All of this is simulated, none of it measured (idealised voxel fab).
process module | voxel spacer lines
cross-section cut | 165 nm wide | cells 5 nm
A cross-section is a grid of square cells, given in bands from the top down. A band is one or more rows of cells.
Each band's line starts with the height of the band's top and of its bottom, in nm. Then come its materials from left to right, each with its width in nm. One material with "throughout" fills the band from edge to edge. "air" is empty space.
Height 0 is the level under which the wafer as received is all one material. The lowest band goes on downwards, as in "0 down".
A width such as "30 to 40" changes by the same amount from each row of cells to the next, from the band's top row to its bottom row.
"no change" after a step means that no cell of the cross-section changed.
closed voids: empty space of 8 cells or more with no open way to the top, each as width x height at its distance from the left edge, in nm
after a step's settings: what the simulator itself notes on the step
overlay nm, on a step with a mask: how far to the right of its planned place the mask lay; to the left if negative
plan
1 op RECEIVE | material Si
2 op CONFORMAL_DEP | material SiO2 | thk nm 5
3 op DIRECTIONAL_DEP | material W | thk nm 20
4 op DIRECTIONAL_DEP | material polySi | thk nm 30
5 op PATTERN | tone cover | mask id MANDREL | material resist | width nm 20 | pitch nm 60 | thk nm 40 | overlay nm 0
6 op DIRECTIONAL_ETCH | etch materials polySi | depth nm 30
7 op STRIP | etch materials resist
8 op CONFORMAL_DEP | material SiN | thk nm 10
9 op DIRECTIONAL_ETCH | etch materials SiN | depth nm 10
10 op STRIP | etch materials polySi
11 op DIRECTIONAL_ETCH | etch materials W | depth nm 20
12 op STRIP | etch materials SiN
as received, after step 1
  0 down: Si throughout
  closed voids: none
first wafer at the end, as planned
  25 to 5: air 30 | W 10 | air 20 | W 10 | air 20 | W 10 | air 20 | W 10 | air 35
  5 to 0: SiO2 throughout
  0 down: Si throughout
  closed voids: none
second wafer at the end: like start, like plan, one mistake
  35 to 15: air 30 | W 10 | air 20 | W 10 | air 20 | W 10 | air 20 | W 10 | air 35
  15 to 0: SiO2 throughout
  0 down: Si throughout
  closed voids: none
what went wrong: step 2 ran as: op CONFORMAL_DEP | material SiO2 | thk nm 15
at the end the second wafer has, in cells: 66 more of SiO2
